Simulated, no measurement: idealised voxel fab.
The document below concerns the process module designated voxel transistor to metal.
200 nm wide, 5 nm square cells: that's cross-section cut.
A cross-section is written here as square cells arranged in a grid, and it is given in bands from the top down, each band taking up one or more rows of cells. The entry gives the band's vertical extent as a top height and a bottom height in nm, then its horizontal make-up as materials from left to right, each with a width in nm. "blank" stands for empty space; a single material marked "edge to edge" fills the band edge to edge. Heights are reckoned from 0. Under this level, the received wafer is all of one material. The bottommost band is open-ended downward, for example "0 -> down". A width given as "30->40" starts at the first number in the band's top row and ends at the second number in its bottom row, shifting by an equal amount at every step from row to row. "remained the same" -> step changed no cross-section cell. What "Enclosed void inventory" gives you is every empty space of 8 cells or more that is cut off from the top. Each appears as width x height at distance, with the distance taken from the left edge and width, height and distance all in nm. On each step's line, the part that comes after the settings is the simulator's own comment on the step. Regarding "overlay nm": on a step with a mask, it is the distance the mask lay to the right of its planned place; a negative value places it to the left.
[The following list gives the planned process steps]
1 RECEIVE [material Si]
2 CONFORMAL_DEP [material SiO2] [thk nm 5]
3 CONFORMAL_DEP [material SiN] [thk nm 15]
4 DIRECTIONAL_DEP [material aC] [thk nm 10]
5 PATTERN [tone cover] [mask id ACTIVE] [material resist] [width nm 110] [thk nm 30] [overlay nm 0]
6 DIRECTIONAL_ETCH [etch materials aC] [depth nm 10]
7 STRIP [etch materials resist]
8 DIRECTIONAL_ETCH [etch materials SiN] [depth nm 15]
9 DIRECTIONAL_ETCH [etch materials SiO2] [depth nm 5]
10 DIRECTIONAL_ETCH [etch materials Si] [depth nm 30]
11 STRIP [etch materials aC]
12 OXIDIZE [depth nm 5]
13 FILL_DEP [material SiO2] [thk nm 15]
14 CMP [height nm 20]
15 SELECTIVE_ETCH [etch materials SiO2] [depth nm 10]
16 STRIP [etch materials SiN]
17 SELECTIVE_ETCH [etch materials SiO2] [depth nm 5]
18 OXIDIZE [depth nm 5]
19 DIRECTIONAL_DEP [material polySi] [thk nm 25]
20 DIRECTIONAL_DEP [material SiCN] [thk nm 10]
21 MASKED_ETCH [tone cover] [mask id GATE] [width nm 20] [etch materials SiCN] [depth nm 20] [overlay nm 0]
22 MASKED_ETCH [tone cover] [mask id GATE] [width nm 20] [etch materials polySi] [depth nm 35] [overlay nm 0]
23 CONFORMAL_DEP [material SiO2] [thk nm 5]
24 DIRECTIONAL_ETCH [etch materials SiO2] [depth nm 5]
25 CONFORMAL_DEP [material SiN] [thk nm 5]
26 DIRECTIONAL_ETCH [etch materials SiN] [depth nm 5]
27 DIRECTIONAL_ETCH [etch materials SiO2] [depth nm 5]
28 DIRECTIONAL_ETCH [etch materials Si] [depth nm 15]
29 EPI [material nSi] [thk nm 15]
30 FILL_DEP [material SiO2] [thk nm 10]
31 CMP [height nm 35]
32 DIRECTIONAL_DEP [material SiO2] [thk nm 10]
33 DIRECTIONAL_DEP [material aC] [thk nm 15]
34 PATTERN [tone open] [mask id CONTACT] [material resist] [width nm 15] [pitch nm 75] [thk nm 35] [overlay nm 0]
35 DIRECTIONAL_ETCH [etch materials aC] [depth nm 15]
36 STRIP [etch materials resist]
37 DIRECTIONAL_ETCH [etch materials SiO2] [depth nm 50]
38 STRIP [etch materials aC]
39 CONFORMAL_DEP [material TiN] [thk nm 5]
40 FILL_DEP [material Ru] [thk nm 10]
41 CMP [height nm 45]
42 DIRECTIONAL_DEP [material TiN] [thk nm 5]
43 DIRECTIONAL_DEP [material Ru] [thk nm 15]
44 DIRECTIONAL_DEP [material aC] [thk nm 10]
45 PATTERN [tone cover] [mask id METAL_1] [material resist] [width nm 15] [pitch nm 75] [thk nm 30] [overlay nm 0]
46 DIRECTIONAL_ETCH [etch materials aC] [depth nm 10]
47 STRIP [etch materials resist]
48 DIRECTIONAL_ETCH [etch materials Ru] [depth nm 15]
49 DIRECTIONAL_ETCH [etch materials TiN] [depth nm 5]
50 STRIP [etch materials aC]
51 FILL_DEP [material SiO2] [thk nm 10]
52 CMP [height nm 65]
53 CONFORMAL_DEP [material SiCN] [thk nm 5]
54 DIRECTIONAL_DEP [material SiO2] [thk nm 30]
55 DIRECTIONAL_DEP [material aC] [thk nm 15]
56 PATTERN [tone open] [mask id METAL_2] [material resist] [width nm 15] [pitch nm 75] [thk nm 30] [overlay nm 0]
57 DIRECTIONAL_ETCH [etch materials aC] [depth nm 15]
58 STRIP [etch materials resist]
59 DIRECTIONAL_ETCH [etch materials SiO2] [depth nm 20]
60 STRIP [etch materials aC]
61 PATTERN [tone open] [mask id METAL_2_HOLES] [material resist] [width nm 15] [pitch nm 75] [thk nm 20] [overlay nm 0]
62 DIRECTIONAL_ETCH [etch materials SiO2] [depth nm 10]
63 DIRECTIONAL_ETCH [etch materials SiCN] [depth nm 5]
64 STRIP [etch materials resist]
65 CONFORMAL_DEP [material TiN] [thk nm 5]
66 FILL_DEP [material Cu] [thk nm 5]
67 CMP [height nm 100]
68 CONFORMAL_DEP [material SiN] [thk nm 5]
[First of two wafers - as planned]
[Cross-section, incoming material, after step 1]
    0 -> down = Si edge to edge
    Enclosed void inventory: none
[Cross-section of the wafer after step 2]
    5 -> 0 = SiO2 edge to edge
    Everything below 0 is unchanged.
[Cross-section of the wafer after step 3]
    20 -> 5 = SiN edge to edge
    Everything below 5 is unchanged.
[Cross-section of the wafer after step 4]
    30 -> 20 = aC edge to edge
    Everything below 20 is unchanged.
[Cross-section of the wafer after step 5]
    60 -> 30 = 45 of blank, 110 of resist, 45 of blank
    Everything below 30 is unchanged.
[Cross-section of the wafer after step 6]
    50 -> 30 = 45 of blank, 110 of resist, 45 of blank
    30 -> 20 = 45 of blank, 110 of aC, 45 of blank
    Everything below 20 is unchanged.
[Cross-section of the wafer after step 7]
    30 -> 20 = 45 of blank, 110 of aC, 45 of blank
    Everything below 20 is unchanged.
[Cross-section of the wafer after step 8]
    30 -> 20 = 45 of blank, 110 of aC, 45 of blank
    20 -> 5 = 45 of blank, 110 of SiN, 45 of blank
    Everything below 5 is unchanged.
[Cross-section of the wafer after step 9]
    30 -> 20 = 45 of blank, 110 of aC, 45 of blank
    20 -> 5 = 45 of blank, 110 of SiN, 45 of blank
    5 -> 0 = 45 of blank, 110 of SiO2, 45 of blank
    Everything below 0 is unchanged.
[Cross-section of the wafer after step 10]
    30 -> 20 = 45 of blank, 110 of aC, 45 of blank
    20 -> 5 = 45 of blank, 110 of SiN, 45 of blank
    5 -> 0 = 45 of blank, 110 of SiO2, 45 of blank
    0 -> -30 = 45 of blank, 110 of Si, 45 of blank
    Everything below -30 is unchanged.
[Cross-section of the wafer after step 11]
    20 -> 5 = 45 of blank, 110 of SiN, 45 of blank
    Everything below 5 is unchanged.
[Cross-section of the wafer after step 12]
    20 -> 5 = 45 of blank, 110 of SiN, 45 of blank
    5 -> 0 = 45 of blank, 110 of SiO2, 45 of blank
    0 -> -30 = 45 of blank, 5 of SiO2, 100 of Si, 5 of SiO2, 45 of blank
    -30 -> -35 = 50 of SiO2, 100 of Si, 50 of SiO2
    Everything below -35 is unchanged.
[Cross-section of the wafer after step 13]
    35 -> 20 = SiO2 edge to edge
    20 -> 5 = 45 of SiO2, 110 of SiN, 45 of SiO2
    5 -> 0 = SiO2 edge to edge
    0 -> -35 = 50 of SiO2, 100 of Si, 50 of SiO2
    Everything below -35 is unchanged.
[Cross-section of the wafer after step 14]
    20 -> 5 = 45 of SiO2, 110 of SiN, 45 of SiO2
    Everything below 5 is unchanged.
[Cross-section of the wafer after step 15]
    20 -> 10 = 45 of blank, 110 of SiN, 45 of blank
    Everything below 10 is unchanged.
[Cross-section of the wafer after step 16]
    10 -> 5 = 45 of SiO2, 110 of blank, 45 of SiO2
    Everything below 5 is unchanged.
[Cross-section of the wafer after step 17]
    5 -> 0 = 40 of SiO2, 120 of blank, 40 of SiO2
    Everything below 0 is unchanged.
[Cross-section of the wafer after step 18]
    5 -> 0 = 40 of SiO2, 120 of blank, 40 of SiO2
    0 -> -5 = SiO2 edge to edge
    Everything below -5 is unchanged.
[Cross-section of the wafer after step 19]
    30 -> 25 = 40 of polySi, 120 of blank, 40 of polySi
    25 -> 5 = polySi edge to edge
    5 -> 0 = 40 of SiO2, 120 of polySi, 40 of SiO2
    Everything below 0 is unchanged.
[Cross-section of the wafer after step 20]
    40 -> 35 = 40 of SiCN, 120 of blank, 40 of SiCN
    35 -> 30 = SiCN edge to edge
    30 -> 25 = 40 of polySi, 120 of SiCN, 40 of polySi
    Everything below 25 is unchanged.
[Cross-section of the wafer after step 21]
    35 -> 30 = 90 of blank, 20 of SiCN, 90 of blank
    30 -> 25 = 40 of polySi, 50 of blank, 20 of SiCN, 50 of blank, 40 of polySi
    Everything below 25 is unchanged.
[Cross-section of the wafer after step 22]
    35 -> 25 = 90 of blank, 20 of SiCN, 90 of blank
    25 -> 5 = 90 of blank, 20 of polySi, 90 of blank
    5 -> 0 = 40 of SiO2, 50 of blank, 20 of polySi, 50 of blank, 40 of SiO2
    Everything below 0 is unchanged.
[Cross-section of the wafer after step 23]
    40 -> 35 = 85 of blank, 30 of SiO2, 85 of blank
    35 -> 25 = 85 of blank, 5 of SiO2, 20 of SiCN, 5 of SiO2, 85 of blank
    25 -> 10 = 85 of blank, 5 of SiO2, 20 of polySi, 5 of SiO2, 85 of blank
    10 -> 5 = 45 of SiO2, 40 of blank, 5 of SiO2, 20 of polySi, 5 of SiO2, 40 of blank, 45 of SiO2
    5 -> 0 = 90 of SiO2, 20 of polySi, 90 of SiO2
    Everything below 0 is unchanged.
[Cross-section of the wafer after step 24]
    35 -> 25 = 85 of blank, 5 of SiO2, 20 of SiCN, 5 of SiO2, 85 of blank
    25 -> 5 = 85 of blank, 5 of SiO2, 20 of polySi, 5 of SiO2, 85 of blank
    5 -> 0 = 45 of SiO2, 40 of blank, 5 of SiO2, 20 of polySi, 5 of SiO2, 40 of blank, 45 of SiO2
    Everything below 0 is unchanged.
[Cross-section of the wafer after step 25]
    40 -> 35 = 80 of blank, 40 of SiN, 80 of blank
    35 -> 25 = 80 of blank, 5 of SiN, 5 of SiO2, 20 of SiCN, 5 of SiO2, 5 of SiN, 80 of blank
    25 -> 10 = 80 of blank, 5 of SiN, 5 of SiO2, 20 of polySi, 5 of SiO2, 5 of SiN, 80 of blank
    10 -> 5 = 50 of SiN, 30 of blank, 5 of SiN, 5 of SiO2, 20 of polySi, 5 of SiO2, 5 of SiN, 30 of blank, 50 of SiN
    5 -> 0 = 45 of SiO2, 40 of SiN, 5 of SiO2, 20 of polySi, 5 of SiO2, 40 of SiN, 45 of SiO2
    Everything below 0 is unchanged.
[Cross-section of the wafer after step 26]
    35 -> 25 = 80 of blank, 5 of SiN, 5 of SiO2, 20 of SiCN, 5 of SiO2, 5 of SiN, 80 of blank
    25 -> 5 = 80 of blank, 5 of SiN, 5 of SiO2, 20 of polySi, 5 of SiO2, 5 of SiN, 80 of blank
    5 -> 0 = 45 of SiO2, 5 of SiN, 30 of blank, 5 of SiN, 5 of SiO2, 20 of polySi, 5 of SiO2, 5 of SiN, 30 of blank, 5 of SiN, 45 of SiO2
    Everything below 0 is unchanged.
[Cross-section of the wafer after step 27]
    35 -> 30 = 80 of blank, 5 of SiN, 5 of blank, 20 of SiCN, 5 of blank, 5 of SiN, 80 of blank
    30 -> 25 = 80 of blank, 5 of SiN, 5 of SiO2, 20 of SiCN, 5 of SiO2, 5 of SiN, 80 of blank
    25 -> 5 = 80 of blank, 5 of SiN, 5 of SiO2, 20 of polySi, 5 of SiO2, 5 of SiN, 80 of blank
    5 -> 0 = 45 of blank, 5 of SiN, 30 of blank, 5 of SiN, 5 of SiO2, 20 of polySi, 5 of SiO2, 5 of SiN, 30 of blank, 5 of SiN, 45 of blank
    0 -> -5 = 50 of SiO2, 30 of blank, 40 of SiO2, 30 of blank, 50 of SiO2
    Everything below -5 is unchanged.
[Cross-section of the wafer after step 28]
    35 -> 30 = 80 of blank, 5 of SiN, 5 of blank, 20 of SiCN, 5 of blank, 5 of SiN, 80 of blank
    30 -> 25 = 80 of blank, 5 of SiN, 5 of SiO2, 20 of SiCN, 5 of SiO2, 5 of SiN, 80 of blank
    25 -> 5 = 80 of blank, 5 of SiN, 5 of SiO2, 20 of polySi, 5 of SiO2, 5 of SiN, 80 of blank
    5 -> 0 = 45 of blank, 5 of SiN, 30 of blank, 5 of SiN, 5 of SiO2, 20 of polySi, 5 of SiO2, 5 of SiN, 30 of blank, 5 of SiN, 45 of blank
    0 -> -5 = 50 of SiO2, 30 of blank, 40 of SiO2, 30 of blank, 50 of SiO2
    -5 -> -20 = 50 of SiO2, 30 of blank, 40 of Si, 30 of blank, 50 of SiO2
    Everything below -20 is unchanged.
[Cross-section of the wafer after step 29]
    35 -> 30 = 80 of blank, 5 of SiN, 5 of blank, 20 of SiCN, 5 of blank, 5 of SiN, 80 of blank
    30 -> 25 = 80 of blank, 5 of SiN, 5 of SiO2, 20 of SiCN, 5 of SiO2, 5 of SiN, 80 of blank
    25 -> 10 = 80 of blank, 5 of SiN, 5 of SiO2, 20 of polySi, 5 of SiO2, 5 of SiN, 80 of blank
    10 -> 5 = 65 of blank, 15 of nSi, 5 of SiN, 5 of SiO2, 20 of polySi, 5 of SiO2, 5 of SiN, 15 of nSi, 65 of blank
    5 -> 0 = 45 of blank, 5 of SiN, 15 of blank, 15 of nSi, 5 of SiN, 5 of SiO2, 20 of polySi, 5 of SiO2, 5 of SiN, 15 of nSi, 15 of blank, 5 of SiN, 45 of blank
    0 -> -5 = 50 of SiO2, 15 of blank, 15 of nSi, 40 of SiO2, 15 of nSi, 15 of blank, 50 of SiO2
    -5 -> -20 = 50 of SiO2, 30 of nSi, 40 of Si, 30 of nSi, 50 of SiO2
    Everything below -20 is unchanged.
[Cross-section of the wafer after step 30]
    45 -> 35 = SiO2 edge to edge
    35 -> 25 = 80 of SiO2, 5 of SiN, 5 of SiO2, 20 of SiCN, 5 of SiO2, 5 of SiN, 80 of SiO2
    25 -> 10 = 80 of SiO2, 5 of SiN, 5 of SiO2, 20 of polySi, 5 of SiO2, 5 of SiN, 80 of SiO2
    10 -> 5 = 65 of SiO2, 15 of nSi, 5 of SiN, 5 of SiO2, 20 of polySi, 5 of SiO2, 5 of SiN, 15 of nSi, 65 of SiO2
    5 -> 0 = 45 of SiO2, 5 of SiN, 15 of SiO2, 15 of nSi, 5 of SiN, 5 of SiO2, 20 of polySi, 5 of SiO2, 5 of SiN, 15 of nSi, 15 of SiO2, 5 of SiN, 45 of SiO2
    0 -> -5 = 65 of SiO2, 15 of nSi, 40 of SiO2, 15 of nSi, 65 of SiO2
    Everything below -5 is unchanged.
[Cross-section of the wafer after step 31]
    35 -> 25 = 80 of SiO2, 5 of SiN, 5 of SiO2, 20 of SiCN, 5 of SiO2, 5 of SiN, 80 of SiO2
    Everything below 25 is unchanged.
[Cross-section of the wafer after step 32]
    45 -> 35 = SiO2 edge to edge
    Everything below 35 is unchanged.
[Cross-section of the wafer after step 33]
    60 -> 45 = aC edge to edge
    Everything below 45 is unchanged.
[Cross-section of the wafer after step 34]
    95 -> 60 = 55 of resist, 15 of blank, 60 of resist, 15 of blank, 55 of resist
    Everything below 60 is unchanged.
[Cross-section of the wafer after step 35]
    80 -> 60 = 55 of resist, 15 of blank, 60 of resist, 15 of blank, 55 of resist
    60 -> 45 = 55 of aC, 15 of blank, 60 of aC, 15 of blank, 55 of aC
    Everything below 45 is unchanged.
[Cross-section of the wafer after step 36]
    60 -> 45 = 55 of aC, 15 of blank, 60 of aC, 15 of blank, 55 of aC
    Everything below 45 is unchanged.
[Cross-section of the wafer after step 37]
    60 -> 45 = 55 of aC, 15 of blank, 60 of aC, 15 of blank, 55 of aC
    45 -> 35 = 55 of SiO2, 15 of blank, 60 of SiO2, 15 of blank, 55 of SiO2
    35 -> 25 = 55 of SiO2, 15 of blank, 10 of SiO2, 5 of SiN, 5 of SiO2, 20 of SiCN, 5 of SiO2, 5 of SiN, 10 of SiO2, 15 of blank, 55 of SiO2
    25 -> 10 = 55 of SiO2, 15 of blank, 10 of SiO2, 5 of SiN, 5 of SiO2, 20 of polySi, 5 of SiO2, 5 of SiN, 10 of SiO2, 15 of blank, 55 of SiO2
    10 -> 5 = 55 of SiO2, 10 of blank, 15 of nSi, 5 of SiN, 5 of SiO2, 20 of polySi, 5 of SiO2, 5 of SiN, 15 of nSi, 10 of blank, 55 of SiO2
    5 -> 0 = 45 of SiO2, 5 of SiN, 5 of SiO2, 10 of blank, 15 of nSi, 5 of SiN, 5 of SiO2, 20 of polySi, 5 of SiO2, 5 of SiN, 15 of nSi, 10 of blank, 5 of SiO2, 5 of SiN, 45 of SiO2
    0 -> -5 = 55 of SiO2, 10 of blank, 15 of nSi, 40 of SiO2, 15 of nSi, 10 of blank, 55 of SiO2
    Everything below -5 is unchanged.
[Cross-section of the wafer after step 38]
    45 -> 35 = 55 of SiO2, 15 of blank, 60 of SiO2, 15 of blank, 55 of SiO2
    Everything below 35 is unchanged.
[Cross-section of the wafer after step 39]
    50 -> 45 = 60 of TiN, 5 of blank, 70 of TiN, 5 of blank, 60 of TiN
    45 -> 35 = 55 of SiO2, 5 of TiN, 5 of blank, 5 of TiN, 60 of SiO2, 5 of TiN, 5 of blank, 5 of TiN, 55 of SiO2
    35 -> 25 = 55 of SiO2, 5 of TiN, 5 of blank, 5 of TiN, 10 of SiO2, 5 of SiN, 5 of SiO2, 20 of SiCN, 5 of SiO2, 5 of SiN, 10 of SiO2, 5 of TiN, 5 of blank, 5 of TiN, 55 of SiO2
    25 -> 15 = 55 of SiO2, 5 of TiN, 5 of blank, 5 of TiN, 10 of SiO2, 5 of SiN, 5 of SiO2, 20 of polySi, 5 of SiO2, 5 of SiN, 10 of SiO2, 5 of TiN, 5 of blank, 5 of TiN, 55 of SiO2
    15 -> 10 = 55 of SiO2, 15 of TiN, 10 of SiO2, 5 of SiN, 5 of SiO2, 20 of polySi, 5 of SiO2, 5 of SiN, 10 of SiO2, 15 of TiN, 55 of SiO2
    10 -> 5 = 55 of SiO2, 10 of TiN, 15 of nSi, 5 of SiN, 5 of SiO2, 20 of polySi, 5 of SiO2, 5 of SiN, 15 of nSi, 10 of TiN, 55 of SiO2
    5 -> 0 = 45 of SiO2, 5 of SiN, 5 of SiO2, 10 of TiN, 15 of nSi, 5 of SiN, 5 of SiO2, 20 of polySi, 5 of SiO2, 5 of SiN, 15 of nSi, 10 of TiN, 5 of SiO2, 5 of SiN, 45 of SiO2
    0 -> -5 = 55 of SiO2, 10 of TiN, 15 of nSi, 40 of SiO2, 15 of nSi, 10 of TiN, 55 of SiO2
    Everything below -5 is unchanged.
[Cross-section of the wafer after step 40]
    60 -> 50 = Ru edge to edge
    50 -> 45 = 60 of TiN, 5 of Ru, 70 of TiN, 5 of Ru, 60 of TiN
    45 -> 35 = 55 of SiO2, 5 of TiN, 5 of Ru, 5 of TiN, 60 of SiO2, 5 of TiN, 5 of Ru, 5 of TiN, 55 of SiO2
    35 -> 25 = 55 of SiO2, 5 of TiN, 5 of Ru, 5 of TiN, 10 of SiO2, 5 of SiN, 5 of SiO2, 20 of SiCN, 5 of SiO2, 5 of SiN, 10 of SiO2, 5 of TiN, 5 of Ru, 5 of TiN, 55 of SiO2
    25 -> 15 = 55 of SiO2, 5 of TiN, 5 of Ru, 5 of TiN, 10 of SiO2, 5 of SiN, 5 of SiO2, 20 of polySi, 5 of SiO2, 5 of SiN, 10 of SiO2, 5 of TiN, 5 of Ru, 5 of TiN, 55 of SiO2
    Everything below 15 is unchanged.
[Cross-section of the wafer after step 41]
    45 -> 35 = 55 of SiO2, 5 of TiN, 5 of Ru, 5 of TiN, 60 of SiO2, 5 of TiN, 5 of Ru, 5 of TiN, 55 of SiO2
    Everything below 35 is unchanged.
[Cross-section of the wafer after step 42]
    50 -> 45 = TiN edge to edge
    Everything below 45 is unchanged.
[Cross-section of the wafer after step 43]
    65 -> 50 = Ru edge to edge
    Everything below 50 is unchanged.
[Cross-section of the wafer after step 44]
    75 -> 65 = aC edge to edge
    Everything below 65 is unchanged.
[Cross-section of the wafer after step 45]
    105 -> 75 = 55 of blank, 15 of resist, 60 of blank, 15 of resist, 55 of blank
    Everything below 75 is unchanged.
[Cross-section of the wafer after step 46]
    95 -> 75 = 55 of blank, 15 of resist, 60 of blank, 15 of resist, 55 of blank
    75 -> 65 = 55 of blank, 15 of aC, 60 of blank, 15 of aC, 55 of blank
    Everything below 65 is unchanged.
[Cross-section of the wafer after step 47]
    75 -> 65 = 55 of blank, 15 of aC, 60 of blank, 15 of aC, 55 of blank
    Everything below 65 is unchanged.
[Cross-section of the wafer after step 48]
    75 -> 65 = 55 of blank, 15 of aC, 60 of blank, 15 of aC, 55 of blank
    65 -> 50 = 55 of blank, 15 of Ru, 60 of blank, 15 of Ru, 55 of blank
    Everything below 50 is unchanged.
[Cross-section of the wafer after step 49]
    75 -> 65 = 55 of blank, 15 of aC, 60 of blank, 15 of aC, 55 of blank
    65 -> 50 = 55 of blank, 15 of Ru, 60 of blank, 15 of Ru, 55 of blank
    50 -> 45 = 55 of blank, 15 of TiN, 60 of blank, 15 of TiN, 55 of blank
    Everything below 45 is unchanged.
[Cross-section of the wafer after step 50]
    65 -> 50 = 55 of blank, 15 of Ru, 60 of blank, 15 of Ru, 55 of blank
    Everything below 50 is unchanged.
[Cross-section of the wafer after step 51]
    75 -> 65 = SiO2 edge to edge
    65 -> 50 = 55 of SiO2, 15 of Ru, 60 of SiO2, 15 of Ru, 55 of SiO2
    50 -> 45 = 55 of SiO2, 15 of TiN, 60 of SiO2, 15 of TiN, 55 of SiO2
    Everything below 45 is unchanged.
[Cross-section of the wafer after step 52]
    65 -> 50 = 55 of SiO2, 15 of Ru, 60 of SiO2, 15 of Ru, 55 of SiO2
    Everything below 50 is unchanged.
[Cross-section of the wafer after step 53]
    70 -> 65 = SiCN edge to edge
    Everything below 65 is unchanged.
[Cross-section of the wafer after step 54]
    100 -> 70 = SiO2 edge to edge
    Everything below 70 is unchanged.
[Cross-section of the wafer after step 55]
    115 -> 100 = aC edge to edge
    Everything below 100 is unchanged.
[Cross-section of the wafer after step 56]
    145 -> 115 = 55 of resist, 15 of blank, 60 of resist, 15 of blank, 55 of resist
    Everything below 115 is unchanged.
[Cross-section of the wafer after step 57]
    130 -> 115 = 55 of resist, 15 of blank, 60 of resist, 15 of blank, 55 of resist
    115 -> 100 = 55 of aC, 15 of blank, 60 of aC, 15 of blank, 55 of aC
    Everything below 100 is unchanged.
[Cross-section of the wafer after step 58]
    115 -> 100 = 55 of aC, 15 of blank, 60 of aC, 15 of blank, 55 of aC
    Everything below 100 is unchanged.
[Cross-section of the wafer after step 59]
    115 -> 100 = 55 of aC, 15 of blank, 60 of aC, 15 of blank, 55 of aC
    100 -> 80 = 55 of SiO2, 15 of blank, 60 of SiO2, 15 of blank, 55 of SiO2
    Everything below 80 is unchanged.
[Cross-section of the wafer after step 60]
    100 -> 80 = 55 of SiO2, 15 of blank, 60 of SiO2, 15 of blank, 55 of SiO2
    Everything below 80 is unchanged.
[Cross-section of the wafer after step 61]
    120 -> 100 = 55 of resist, 15 of blank, 60 of resist, 15 of blank, 55 of resist
    Everything below 100 is unchanged.
[Cross-section of the wafer after step 62]
    120 -> 100 = 55 of resist, 15 of blank, 60 of resist, 15 of blank, 55 of resist
    100 -> 70 = 55 of SiO2, 15 of blank, 60 of SiO2, 15 of blank, 55 of SiO2
    Everything below 70 is unchanged.
[Cross-section of the wafer after step 63]
    120 -> 100 = 55 of resist, 15 of blank, 60 of resist, 15 of blank, 55 of resist
    100 -> 70 = 55 of SiO2, 15 of blank, 60 of SiO2, 15 of blank, 55 of SiO2
    70 -> 65 = 55 of SiCN, 15 of blank, 60 of SiCN, 15 of blank, 55 of SiCN
    Everything below 65 is unchanged.
[Cross-section of the wafer after step 64]
    100 -> 70 = 55 of SiO2, 15 of blank, 60 of SiO2, 15 of blank, 55 of SiO2
    Everything below 70 is unchanged.
[Cross-section of the wafer after step 65]
    105 -> 100 = 60 of TiN, 5 of blank, 70 of TiN, 5 of blank, 60 of TiN
    100 -> 70 = 55 of SiO2, 5 of TiN, 5 of blank, 5 of TiN, 60 of SiO2, 5 of TiN, 5 of blank, 5 of TiN, 55 of SiO2
    70 -> 65 = 55 of SiCN, 15 of TiN, 60 of SiCN, 15 of TiN, 55 of SiCN
    Everything below 65 is unchanged.
[Cross-section of the wafer after step 66]
    110 -> 105 = Cu edge to edge
    105 -> 100 = 60 of TiN, 5 of Cu, 70 of TiN, 5 of Cu, 60 of TiN
    100 -> 70 = 55 of SiO2, 5 of TiN, 5 of Cu, 5 of TiN, 60 of SiO2, 5 of TiN, 5 of Cu, 5 of TiN, 55 of SiO2
    Everything below 70 is unchanged.
[Cross-section of the wafer after step 67]
    100 -> 70 = 55 of SiO2, 5 of TiN, 5 of Cu, 5 of TiN, 60 of SiO2, 5 of TiN, 5 of Cu, 5 of TiN, 55 of SiO2
    Everything below 70 is unchanged.
[Cross-section of the wafer after step 68]
    105 -> 100 = SiN edge to edge
    Everything below 100 is unchanged.
[Wafer two of two - same starting point, same process plan, one mistake in execution; matches wafer one up to and including step 60]
[Cross-section of the second wafer at the time step 61 of the plan should have ended]
    120 -> 100 = 55 of blank, 15 of resist, 60 of blank, 15 of resist, 55 of blank
    100 -> 80 = 55 of SiO2, 15 of resist, 60 of SiO2, 15 of resist, 55 of SiO2
    Everything below 80 is unchanged.
[Cross-section of the second wafer at the time step 62 of the plan should have ended]
    120 -> 90 = 55 of blank, 15 of resist, 60 of blank, 15 of resist, 55 of blank
    Everything below 90 is unchanged.
Cross-section of the second wafer at the time step 63 of the plan should have ended: remained the same
[Cross-section of the second wafer at the time step 64 of the plan should have ended]
    90 -> 80 = 55 of SiO2, 15 of blank, 60 of SiO2, 15 of blank, 55 of SiO2
    Everything below 80 is unchanged.
[Cross-section of the second wafer at the time step 65 of the plan should have ended]
    95 -> 90 = 60 of TiN, 5 of blank, 70 of TiN, 5 of blank, 60 of TiN
    90 -> 85 = 55 of SiO2, 5 of TiN, 5 of blank, 5 of TiN, 60 of SiO2, 5 of TiN, 5 of blank, 5 of TiN, 55 of SiO2
    85 -> 80 = 55 of SiO2, 15 of TiN, 60 of SiO2, 15 of TiN, 55 of SiO2
    Everything below 80 is unchanged.
[Cross-section of the second wafer at the time step 66 of the plan should have ended]
    100 -> 95 = Cu edge to edge
    95 -> 90 = 60 of TiN, 5 of Cu, 70 of TiN, 5 of Cu, 60 of TiN
    90 -> 85 = 55 of SiO2, 5 of TiN, 5 of Cu, 5 of TiN, 60 of SiO2, 5 of TiN, 5 of Cu, 5 of TiN, 55 of SiO2
    Everything below 85 is unchanged.
Cross-section of the second wafer at the time step 67 of the plan should have ended: remained the same
[Cross-section of the second wafer at the time step 68 of the plan should have ended]
    105 -> 100 = SiN edge to edge
    Everything below 100 is unchanged.
what went wrong: it should be noted that step 61 was executed with settings other than those planned, the operation and settings actually applied being PATTERN [tone cover] [mask id METAL_2_HOLES] [material resist] [width nm 15] [pitch nm 75] [thk nm 20] [overlay nm 0]
At the finish, the second wafer shows more or fewer cells for some materials than the first does: 32 more of Cu | 6 more of SiCN | 56 fewer of SiO2 | 18 more of TiN
